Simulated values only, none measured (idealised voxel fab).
A process module follows: voxel self aligned contacts.
cross-section cut | 225 nm wide | cells 5 nm
When this document writes out a cross-section, it uses a grid of square cells and lists it as bands, beginning at the top and moving down, with a band standing for one or more rows of cells. It is stipulated that each band's entry specify, in nanometres, the height of the top of the band and then that of its bottom, followed by the materials of the band in left-to-right sequence, each together with its width in nanometres. A single material marked by the word "full width" is understood to fill the band from edge to edge; the word "blank" is understood to denote empty space. Measure heights from 0. That's the level where, below it, the as-received wafer is all one material. The lowest band is bottomless and extends downward; write it as in "from 0 down". The two numbers in a width such as "30..40" mark its ends across the band: the first belongs to the top row of cells, the second to the bottom row, and from each row to the next the width moves by the same amount. Basically "everything unchanged" means that step didn't change any cell in the cross-section. Look at "Closed void entries" for the closed voids: empty spaces with no open path to the top, sized 8 cells or up. Each is width x height at distance, distance from the left edge, all nm. Text after the settings on a step's line: the simulator's own remark on that step. The "overlay nm" setting may appear on a step's line; for a step that uses a mask, it gives how far to the right of its planned position the mask lay, and a negative value indicates the left.
plan
1. RECEIVE with material Si
2. OXIDIZE with depth nm 5
3. DIRECTIONAL_DEP with material polySi, thk nm 30
4. DIRECTIONAL_DEP with material SiN, thk nm 20
5. PATTERN with tone cover, mask id GATE, material resist, width nm 35, pitch nm 70, thk nm 20, overlay nm 0
6. DIRECTIONAL_ETCH with etch materials SiN, depth nm 20
7. DIRECTIONAL_ETCH with etch materials polySi, depth nm 30
8. STRIP with etch materials resist
9. CONFORMAL_DEP with material SiN, thk nm 5
10. DIRECTIONAL_ETCH with etch materials SiN, depth nm 5
11. FILL_DEP with material SiO2, thk nm 20
12. CMP with height nm 60
13. DIRECTIONAL_DEP with material aC, thk nm 10
14. PATTERN with tone open, mask id CONTACT, material resist, width nm 55, pitch nm 70, thk nm 25, overlay nm 0
15. DIRECTIONAL_ETCH with etch materials aC, depth nm 10
16. STRIP with etch materials resist
17. DIRECTIONAL_ETCH with etch materials SiO2, depth nm 65
18. STRIP with etch materials aC
19. CONFORMAL_DEP with material TiN, thk nm 5
20. FILL_DEP with material W, thk nm 5
21. CMP with height nm 60
22. CONFORMAL_DEP with material SiN, thk nm 5
Account of the first of two wafers, which was processed as intended
Delivered wafer in cross-section: state after step 1
    from 0 down: Si full width
    Closed void entries: none
Cross-sectional representation of the wafer at the conclusion of step 2
    from 0 to -5: SiO2 full width
    Beneath the level -5, the cross-section is identical to its previous state.
Cross-sectional representation of the wafer at the conclusion of step 3
    from 30 to 0: polySi full width
    Beneath the level 0, the cross-section is identical to its previous state.
Cross-sectional representation of the wafer at the conclusion of step 4
    from 50 to 30: SiN full width
    Beneath the level 30, the cross-section is identical to its previous state.
Cross-sectional representation of the wafer at the conclusion of step 5
    from 70 to 50: 25 blank | 35 resist | 35 blank | 35 resist | 35 blank | 35 resist | 25 blank
    Beneath the level 50, the cross-section is identical to its previous state.
Cross-sectional representation of the wafer at the conclusion of step 6
    from 70 to 50: 25 blank | 35 resist | 35 blank | 35 resist | 35 blank | 35 resist | 25 blank
    from 50 to 30: 25 blank | 35 SiN | 35 blank | 35 SiN | 35 blank | 35 SiN | 25 blank
    Beneath the level 30, the cross-section is identical to its previous state.
Cross-sectional representation of the wafer at the conclusion of step 7
    from 70 to 50: 25 blank | 35 resist | 35 blank | 35 resist | 35 blank | 35 resist | 25 blank
    from 50 to 30: 25 blank | 35 SiN | 35 blank | 35 SiN | 35 blank | 35 SiN | 25 blank
    from 30 to 0: 25 blank | 35 polySi | 35 blank | 35 polySi | 35 blank | 35 polySi | 25 blank
    Beneath the level 0, the cross-section is identical to its previous state.
Cross-sectional representation of the wafer at the conclusion of step 8
    from 50 to 30: 25 blank | 35 SiN | 35 blank | 35 SiN | 35 blank | 35 SiN | 25 blank
    Beneath the level 30, the cross-section is identical to its previous state.
Cross-sectional representation of the wafer at the conclusion of step 9
    from 55 to 30: 20 blank | 45 SiN | 25 blank | 45 SiN | 25 blank | 45 SiN | 20 blank
    from 30 to 5: 20 blank | 5 SiN | 35 polySi | 5 SiN | 25 blank | 5 SiN | 35 polySi | 5 SiN | 25 blank | 5 SiN | 35 polySi | 5 SiN | 20 blank
    from 5 to 0: 25 SiN | 35 polySi | 35 SiN | 35 polySi | 35 SiN | 35 polySi | 25 SiN
    Beneath the level 0, the cross-section is identical to its previous state.
Cross-sectional representation of the wafer at the conclusion of step 10
    from 50 to 30: 20 blank | 45 SiN | 25 blank | 45 SiN | 25 blank | 45 SiN | 20 blank
    from 30 to 0: 20 blank | 5 SiN | 35 polySi | 5 SiN | 25 blank | 5 SiN | 35 polySi | 5 SiN | 25 blank | 5 SiN | 35 polySi | 5 SiN | 20 blank
    Beneath the level 0, the cross-section is identical to its previous state.
Cross-sectional representation of the wafer at the conclusion of step 11
    from 70 to 50: SiO2 full width
    from 50 to 30: 20 SiO2 | 45 SiN | 25 SiO2 | 45 SiN | 25 SiO2 | 45 SiN | 20 SiO2
    from 30 to 0: 20 SiO2 | 5 SiN | 35 polySi | 5 SiN | 25 SiO2 | 5 SiN | 35 polySi | 5 SiN | 25 SiO2 | 5 SiN | 35 polySi | 5 SiN | 20 SiO2
    Beneath the level 0, the cross-section is identical to its previous state.
Cross-sectional representation of the wafer at the conclusion of step 12
    from 60 to 50: SiO2 full width
    Beneath the level 50, the cross-section is identical to its previous state.
Cross-sectional representation of the wafer at the conclusion of step 13
    from 70 to 60: aC full width
    Beneath the level 60, the cross-section is identical to its previous state.
Cross-sectional representation of the wafer at the conclusion of step 14
    from 95 to 70: 50 resist | 55 blank | 15 resist | 55 blank | 50 resist
    Beneath the level 70, the cross-section is identical to its previous state.
Cross-sectional representation of the wafer at the conclusion of step 15
    from 85 to 70: 50 resist | 55 blank | 15 resist | 55 blank | 50 resist
    from 70 to 60: 50 aC | 55 blank | 15 aC | 55 blank | 50 aC
    Beneath the level 60, the cross-section is identical to its previous state.
Cross-sectional representation of the wafer at the conclusion of step 16
    from 70 to 60: 50 aC | 55 blank | 15 aC | 55 blank | 50 aC
    Beneath the level 60, the cross-section is identical to its previous state.
Cross-sectional representation of the wafer at the conclusion of step 17
    from 70 to 60: 50 aC | 55 blank | 15 aC | 55 blank | 50 aC
    from 60 to 50: 50 SiO2 | 55 blank | 15 SiO2 | 55 blank | 50 SiO2
    from 50 to 30: 20 SiO2 | 45 SiN | 25 blank | 45 SiN | 25 blank | 45 SiN | 20 SiO2
    from 30 to 0: 20 SiO2 | 5 SiN | 35 polySi | 5 SiN | 25 blank | 5 SiN | 35 polySi | 5 SiN | 25 blank | 5 SiN | 35 polySi | 5 SiN | 20 SiO2
    from 0 to -5: 65 SiO2 | 25 blank | 45 SiO2 | 25 blank | 65 SiO2
    Beneath the level -5, the cross-section is identical to its previous state.
Cross-sectional representation of the wafer at the conclusion of step 18
    from 60 to 50: 50 SiO2 | 55 blank | 15 SiO2 | 55 blank | 50 SiO2
    Beneath the level 50, the cross-section is identical to its previous state.
Cross-sectional representation of the wafer at the conclusion of step 19
    from 65 to 60: 55 TiN | 45 blank | 25 TiN | 45 blank | 55 TiN
    from 60 to 50: 50 SiO2 | 5..20 TiN | 45..15 blank | 5..20 TiN | 15 SiO2 | 5..20 TiN | 45..15 blank | 5..20 TiN | 50 SiO2
    from 50 to 30: 20 SiO2 | 45 SiN | 5 TiN | 15 blank | 5 TiN | 45 SiN | 5 TiN | 15 blank | 5 TiN | 45 SiN | 20 SiO2
    from 30 to 0: 20 SiO2 | 5 SiN | 35 polySi | 5 SiN | 5 TiN | 15 blank | 5 TiN | 5 SiN | 35 polySi | 5 SiN | 5 TiN | 15 blank | 5 TiN | 5 SiN | 35 polySi | 5 SiN | 20 SiO2
    from 0 to -5: 65 SiO2 | 25 TiN | 45 SiO2 | 25 TiN | 65 SiO2
    Beneath the level -5, the cross-section is identical to its previous state.
Cross-sectional representation of the wafer at the conclusion of step 20
    from 70 to 65: W full width
    from 65 to 60: 55 TiN | 45 W | 25 TiN | 45 W | 55 TiN
    from 60 to 50: 50 SiO2 | 5..20 TiN | 45..15 W | 5..20 TiN | 15 SiO2 | 5..20 TiN | 45..15 W | 5..20 TiN | 50 SiO2
    from 50 to 30: 20 SiO2 | 45 SiN | 5 TiN | 15 W | 5 TiN | 45 SiN | 5 TiN | 15 W | 5 TiN | 45 SiN | 20 SiO2
    from 30 to 0: 20 SiO2 | 5 SiN | 35 polySi | 5 SiN | 5 TiN | 15 W | 5 TiN | 5 SiN | 35 polySi | 5 SiN | 5 TiN | 15 W | 5 TiN | 5 SiN | 35 polySi | 5 SiN | 20 SiO2
    Beneath the level 0, the cross-section is identical to its previous state.
Cross-sectional representation of the wafer at the conclusion of step 21
    from 60 to 50: 50 SiO2 | 5..20 TiN | 45..15 W | 5..20 TiN | 15 SiO2 | 5..20 TiN | 45..15 W | 5..20 TiN | 50 SiO2
    Beneath the level 50, the cross-section is identical to its previous state.
Cross-sectional representation of the wafer at the conclusion of step 22
    from 65 to 60: SiN full width
    Beneath the level 60, the cross-section is identical to its previous state.
Wafer two: like wafer one in start and plan, but with one mistake in execution; identical up to and including step 4
when step 5 should have ended
    from 70 to 50: 25 resist | 35 blank | 35 resist | 35 blank | 35 resist | 35 blank | 25 resist
    Beneath the level 50, the cross-section is identical to its previous state.
when step 6 should have ended
    from 70 to 50: 25 resist | 35 blank | 35 resist | 35 blank | 35 resist | 35 blank | 25 resist
    from 50 to 30: 25 SiN | 35 blank | 35 SiN | 35 blank | 35 SiN | 35 blank | 25 SiN
    Beneath the level 30, the cross-section is identical to its previous state.
when step 7 should have ended
    from 70 to 50: 25 resist | 35 blank | 35 resist | 35 blank | 35 resist | 35 blank | 25 resist
    from 50 to 30: 25 SiN | 35 blank | 35 SiN | 35 blank | 35 SiN | 35 blank | 25 SiN
    from 30 to 0: 25 polySi | 35 blank | 35 polySi | 35 blank | 35 polySi | 35 blank | 25 polySi
    Beneath the level 0, the cross-section is identical to its previous state.
when step 8 should have ended
    from 50 to 30: 25 SiN | 35 blank | 35 SiN | 35 blank | 35 SiN | 35 blank | 25 SiN
    Beneath the level 30, the cross-section is identical to its previous state.
when step 9 should have ended
    from 55 to 30: 30 SiN | 25 blank | 45 SiN | 25 blank | 45 SiN | 25 blank | 30 SiN
    from 30 to 5: 25 polySi | 5 SiN | 25 blank | 5 SiN | 35 polySi | 5 SiN | 25 blank | 5 SiN | 35 polySi | 5 SiN | 25 blank | 5 SiN | 25 polySi
    from 5 to 0: 25 polySi | 35 SiN | 35 polySi | 35 SiN | 35 polySi | 35 SiN | 25 polySi
    Beneath the level 0, the cross-section is identical to its previous state.
when step 10 should have ended
    from 50 to 30: 30 SiN | 25 blank | 45 SiN | 25 blank | 45 SiN | 25 blank | 30 SiN
    from 30 to 0: 25 polySi | 5 SiN | 25 blank | 5 SiN | 35 polySi | 5 SiN | 25 blank | 5 SiN | 35 polySi | 5 SiN | 25 blank | 5 SiN | 25 polySi
    Beneath the level 0, the cross-section is identical to its previous state.
when step 11 should have ended
    from 70 to 50: SiO2 full width
    from 50 to 30: 30 SiN | 25 SiO2 | 45 SiN | 25 SiO2 | 45 SiN | 25 SiO2 | 30 SiN
    from 30 to 0: 25 polySi | 5 SiN | 25 SiO2 | 5 SiN | 35 polySi | 5 SiN | 25 SiO2 | 5 SiN | 35 polySi | 5 SiN | 25 SiO2 | 5 SiN | 25 polySi
    Beneath the level 0, the cross-section is identical to its previous state.
when step 12 should have ended
    from 60 to 50: SiO2 full width
    Beneath the level 50, the cross-section is identical to its previous state.
when step 13 should have ended
    from 70 to 60: aC full width
    Beneath the level 60, the cross-section is identical to its previous state.
when step 14 should have ended
    from 95 to 70: 50 resist | 55 blank | 15 resist | 55 blank | 50 resist
    Beneath the level 70, the cross-section is identical to its previous state.
when step 15 should have ended
    from 85 to 70: 50 resist | 55 blank | 15 resist | 55 blank | 50 resist
    from 70 to 60: 50 aC | 55 blank | 15 aC | 55 blank | 50 aC
    Beneath the level 60, the cross-section is identical to its previous state.
when step 16 should have ended
    from 70 to 60: 50 aC | 55 blank | 15 aC | 55 blank | 50 aC
    Beneath the level 60, the cross-section is identical to its previous state.
when step 17 should have ended
    from 70 to 60: 50 aC | 55 blank | 15 aC | 55 blank | 50 aC
    from 60 to 50: 50 SiO2 | 55 blank | 15 SiO2 | 55 blank | 50 SiO2
    from 50 to 30: 30 SiN | 20 SiO2 | 5 blank | 45 SiN | 5 blank | 15 SiO2 | 5 blank | 45 SiN | 5 blank | 20 SiO2 | 30 SiN
    from 30 to 0: 25 polySi | 5 SiN | 20 SiO2 | 5 blank | 5 SiN | 35 polySi | 5 SiN | 5 blank | 15 SiO2 | 5 blank | 5 SiN | 35 polySi | 5 SiN | 5 blank | 20 SiO2 | 5 SiN | 25 polySi
    from 0 to -5: 50 SiO2 | 5 blank | 45 SiO2 | 5 blank | 15 SiO2 | 5 blank | 45 SiO2 | 5 blank | 50 SiO2
    Beneath the level -5, the cross-section is identical to its previous state.
when step 18 should have ended
    from 60 to 50: 50 SiO2 | 55 blank | 15 SiO2 | 55 blank | 50 SiO2
    Beneath the level 50, the cross-section is identical to its previous state.
when step 19 should have ended
    from 65 to 60: 55 TiN | 45 blank | 25 TiN | 45 blank | 55 TiN
    from 60 to 55: 50 SiO2 | 5 TiN | 45 blank | 5 TiN | 15 SiO2 | 5 TiN | 45 blank | 5 TiN | 50 SiO2
    from 55 to 50: 50 SiO2 | 55 TiN | 15 SiO2 | 55 TiN | 50 SiO2
    from 50 to 30: 30 SiN | 20 SiO2 | 5 TiN | 45 SiN | 5 TiN | 15 SiO2 | 5 TiN | 45 SiN | 5 TiN | 20 SiO2 | 30 SiN
    from 30 to 0: 25 polySi | 5 SiN | 20 SiO2 | 5 TiN | 5 SiN | 35 polySi | 5 SiN | 5 TiN | 15 SiO2 | 5 TiN | 5 SiN | 35 polySi | 5 SiN | 5 TiN | 20 SiO2 | 5 SiN | 25 polySi
    from 0 to -5: 50 SiO2 | 5 TiN | 45 SiO2 | 5 TiN | 15 SiO2 | 5 TiN | 45 SiO2 | 5 TiN | 50 SiO2
    Beneath the level -5, the cross-section is identical to its previous state.
when step 20 should have ended
    from 70 to 65: W full width
    from 65 to 60: 55 TiN | 45 W | 25 TiN | 45 W | 55 TiN
    from 60 to 55: 50 SiO2 | 5 TiN | 45 W | 5 TiN | 15 SiO2 | 5 TiN | 45 W | 5 TiN | 50 SiO2
    Beneath the level 55, the cross-section is identical to its previous state.
when step 21 should have ended
    from 60 to 55: 50 SiO2 | 5 TiN | 45 W | 5 TiN | 15 SiO2 | 5 TiN | 45 W | 5 TiN | 50 SiO2
    Beneath the level 55, the cross-section is identical to its previous state.
when step 22 should have ended
    from 65 to 60: SiN full width
    Beneath the level 60, the cross-section is identical to its previous state.
What went wrong in running the wafer? step 5 ran with different settings than intended, the actual operation and settings being PATTERN with tone open, mask id GATE, material resist, width nm 35, pitch nm 70, thk nm 20, overlay nm 0
Per the end-of-run cell counts, the second wafer holds more or fewer of some materials than the first: SiN +12; SiO2 +36; W -66; polySi +18
